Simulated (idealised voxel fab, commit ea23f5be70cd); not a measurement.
Process module in this document: voxel gate over fins
cross-section cut | 155 nm wide | cells 5 nm
Throughout this document, each cross-section is represented as a grid of square cells and is presented as a sequence of bands enumerated from the top downward, where a band comprises one or more rows of cells.
For a band, the entry starts with two heights in nm, that of the top and then that of the bottom, and carries on with the band's materials in order from left to right, each alongside its width in nm; the word "edge to edge" beside a single material means it fills the band edge to edge, and "empty" means empty space.
It should be noted that heights are counted from 0, beneath which the wafer as supplied is of one material throughout, and that the lowest band possesses no lower boundary but continues downward, as written in "top 0, no bottom".
Quick explanation for "30..40": the width changes in equal steps down the rows of cells, from the first number in the band's top row to the second number in its bottom row.
It should be understood that the words "no change occurred", when stated for a given step, signify that the cross-section underwent no change in any of its cells during that step.
Entry "Enclosed voids". Content: empty spaces with no open connection to the top, size 8 cells or greater. Each: width x height at distance. Distance: from left edge. Unit: nm.
On a step's line, text after the settings is the simulator commenting on that step.
overlay nm: where the mask lay relative to plan, measured to the right, on steps with a mask; negatives go left.
Planned process steps
1,RECEIVE (material Si)
2,CONFORMAL_DEP (material SiN; thk nm 5)
3,PATTERN (tone cover; mask id FINS; material resist; width nm 15; pitch nm 35; thk nm 15; overlay nm 0)
4,DIRECTIONAL_ETCH (etch materials SiN; depth nm 5)
5,DIRECTIONAL_ETCH (etch materials Si; depth nm 30)
6,STRIP (etch materials resist)
7,OXIDIZE (depth nm 5)
8,FILL_DEP (material SiO2; thk nm 15)
9,CMP (height nm 5)
10,SELECTIVE_ETCH (etch materials SiO2; depth nm 15)
11,STRIP (etch materials SiN)
12,CONFORMAL_DEP (material HfO2; thk nm 5)
13,CONFORMAL_DEP (material TiN; thk nm 5)
14,FILL_DEP (material W; thk nm 10)
15,CMP (height nm 15)
16,CONFORMAL_DEP (material SiCN; thk nm 10)
Of two wafers, the first: run according to plan
as received, after step 1
	top 0, no bottom = Si edge to edge
	Enclosed voids: none
Cross-sectional representation of the wafer at the conclusion of step 2
	top 5, bottom 0 = SiN edge to edge
	Under the height 0 nothing was changed.
Cross-sectional representation of the wafer at the conclusion of step 3
	top 20, bottom 5 = 50 empty; 15 resist; 20 empty; 15 resist; 55 empty
	Under the height 5 nothing was changed.
Cross-sectional representation of the wafer at the conclusion of step 4
	top 20, bottom 5 = 50 empty; 15 resist; 20 empty; 15 resist; 55 empty
	top 5, bottom 0 = 50 empty; 15 SiN; 20 empty; 15 SiN; 55 empty
	Under the height 0 nothing was changed.
Cross-sectional representation of the wafer at the conclusion of step 5
	top 20, bottom 5 = 50 empty; 15 resist; 20 empty; 15 resist; 55 empty
	top 5, bottom 0 = 50 empty; 15 SiN; 20 empty; 15 SiN; 55 empty
	top 0, bottom -30 = 50 empty; 15 Si; 20 empty; 15 Si; 55 empty
	Under the height -30 nothing was changed.
Cross-sectional representation of the wafer at the conclusion of step 6
	top 5, bottom 0 = 50 empty; 15 SiN; 20 empty; 15 SiN; 55 empty
	Under the height 0 nothing was changed.
Cross-sectional representation of the wafer at the conclusion of step 7
	top 5, bottom 0 = 50 empty; 15 SiN; 20 empty; 15 SiN; 55 empty
	top 0, bottom -30 = 50 empty; 5 SiO2; 5 Si; 5 SiO2; 20 empty; 5 SiO2; 5 Si; 5 SiO2; 55 empty
	top -30, bottom -35 = 55 SiO2; 5 Si; 30 SiO2; 5 Si; 60 SiO2
	Under the height -35 nothing was changed.
Cross-sectional representation of the wafer at the conclusion of step 8
	top 20, bottom 5 = SiO2 edge to edge
	top 5, bottom 0 = 50 SiO2; 15 SiN; 20 SiO2; 15 SiN; 55 SiO2
	top 0, bottom -35 = 55 SiO2; 5 Si; 30 SiO2; 5 Si; 60 SiO2
	Under the height -35 nothing was changed.
Cross-sectional representation of the wafer at the conclusion of step 9
	top 5, bottom 0 = 50 SiO2; 15 SiN; 20 SiO2; 15 SiN; 55 SiO2
	Under the height 0 nothing was changed.
Cross-sectional representation of the wafer at the conclusion of step 10
	top 5, bottom 0 = 50 empty; 15 SiN; 20 empty; 15 SiN; 55 empty
	top 0, bottom -10 = 55 empty; 5 Si; 30 empty; 5 Si; 60 empty
	Under the height -10 nothing was changed.
Cross-sectional representation of the wafer at the conclusion of step 11
	top 0, bottom -10 = 55 empty; 5 Si; 30 empty; 5 Si; 60 empty
	Under the height -10 nothing was changed.
Cross-sectional representation of the wafer at the conclusion of step 12
	top 5, bottom 0 = 50 empty; 15 HfO2; 20 empty; 15 HfO2; 55 empty
	top 0, bottom -5 = 50 empty; 5 HfO2; 5 Si; 5 HfO2; 20 empty; 5 HfO2; 5 Si; 5 HfO2; 55 empty
	top -5, bottom -10 = 55 HfO2; 5 Si; 30 HfO2; 5 Si; 60 HfO2
	Under the height -10 nothing was changed.
Cross-sectional representation of the wafer at the conclusion of step 13
	top 10, bottom 5 = 45 empty; 25 TiN; 10 empty; 25 TiN; 50 empty
	top 5, bottom 0 = 45 empty; 5 TiN; 15 HfO2; 5 TiN; 10 empty; 5 TiN; 15 HfO2; 5 TiN; 50 empty
	top 0, bottom -5 = 50 TiN; 5 HfO2; 5 Si; 5 HfO2; 20 TiN; 5 HfO2; 5 Si; 5 HfO2; 55 TiN
	Under the height -5 nothing was changed.
Cross-sectional representation of the wafer at the conclusion of step 14
	top 20, bottom 10 = W edge to edge
	top 10, bottom 5 = 45 W; 25 TiN; 10 W; 25 TiN; 50 W
	top 5, bottom 0 = 45 W; 5 TiN; 15 HfO2; 5 TiN; 10 W; 5 TiN; 15 HfO2; 5 TiN; 50 W
	Under the height 0 nothing was changed.
Cross-sectional representation of the wafer at the conclusion of step 15
	top 15, bottom 10 = W edge to edge
	Under the height 10 nothing was changed.
Cross-sectional representation of the wafer at the conclusion of step 16
	top 25, bottom 15 = SiCN edge to edge
	Under the height 15 nothing was changed.
Second wafer. Start and plan as for the first. One mistake made in running. Agrees with the first up to and including step 9
Cross-section of the second wafer at the time by which step 10 should have been completed according to the plan
	top 5, bottom 0 = 50 empty; 15 SiN; 20 empty; 15 SiN; 55 empty
	top 0, bottom -25 = 55 empty; 5 Si; 30 empty; 5 Si; 60 empty
	Under the height -25 nothing was changed.
Cross-section of the second wafer at the time by which step 11 should have been completed according to the plan
	top 0, bottom -25 = 55 empty; 5 Si; 30 empty; 5 Si; 60 empty
	Under the height -25 nothing was changed.
Cross-section of the second wafer at the time by which step 12 should have been completed according to the plan
	top 5, bottom 0 = 50 empty; 15 HfO2; 20 empty; 15 HfO2; 55 empty
	top 0, bottom -20 = 50 empty; 5 HfO2; 5 Si; 5 HfO2; 20 empty; 5 HfO2; 5 Si; 5 HfO2; 55 empty
	top -20, bottom -25 = 55 HfO2; 5 Si; 30 HfO2; 5 Si; 60 HfO2
	Under the height -25 nothing was changed.
Cross-section of the second wafer at the time by which step 13 should have been completed according to the plan
	top 10, bottom 5 = 45 empty; 25 TiN; 10 empty; 25 TiN; 50 empty
	top 5, bottom 0 = 45 empty; 5 TiN; 15 HfO2; 5 TiN; 10 empty; 5 TiN; 15 HfO2; 5 TiN; 50 empty
	top 0, bottom -15 = 45 empty; 5 TiN; 5 HfO2; 5 Si; 5 HfO2; 5 TiN; 10 empty; 5 TiN; 5 HfO2; 5 Si; 5 HfO2; 5 TiN; 50 empty
	top -15, bottom -20 = 50 TiN; 5 HfO2; 5 Si; 5 HfO2; 20 TiN; 5 HfO2; 5 Si; 5 HfO2; 55 TiN
	Under the height -20 nothing was changed.
Cross-section of the second wafer at the time by which step 14 should have been completed according to the plan
	top 20, bottom 10 = W edge to edge
	top 10, bottom 5 = 45 W; 25 TiN; 10 W; 25 TiN; 50 W
	top 5, bottom 0 = 45 W; 5 TiN; 15 HfO2; 5 TiN; 10 W; 5 TiN; 15 HfO2; 5 TiN; 50 W
	top 0, bottom -15 = 45 W; 5 TiN; 5 HfO2; 5 Si; 5 HfO2; 5 TiN; 10 W; 5 TiN; 5 HfO2; 5 Si; 5 HfO2; 5 TiN; 50 W
	Under the height -15 nothing was changed.
Cross-section of the second wafer at the time by which step 15 should have been completed according to the plan
	top 15, bottom 10 = W edge to edge
	Under the height 10 nothing was changed.
Cross-section of the second wafer at the time by which step 16 should have been completed according to the plan
	top 25, bottom 15 = SiCN edge to edge
	Under the height 15 nothing was changed.
Misprocessing identified: step 10 of the plan was carried out twice
Final wafer comparison in cells, second versus first, more or fewer per material: 12 more of HfO2 | 87 fewer of SiO2 | 12 more of TiN | 63 more of W
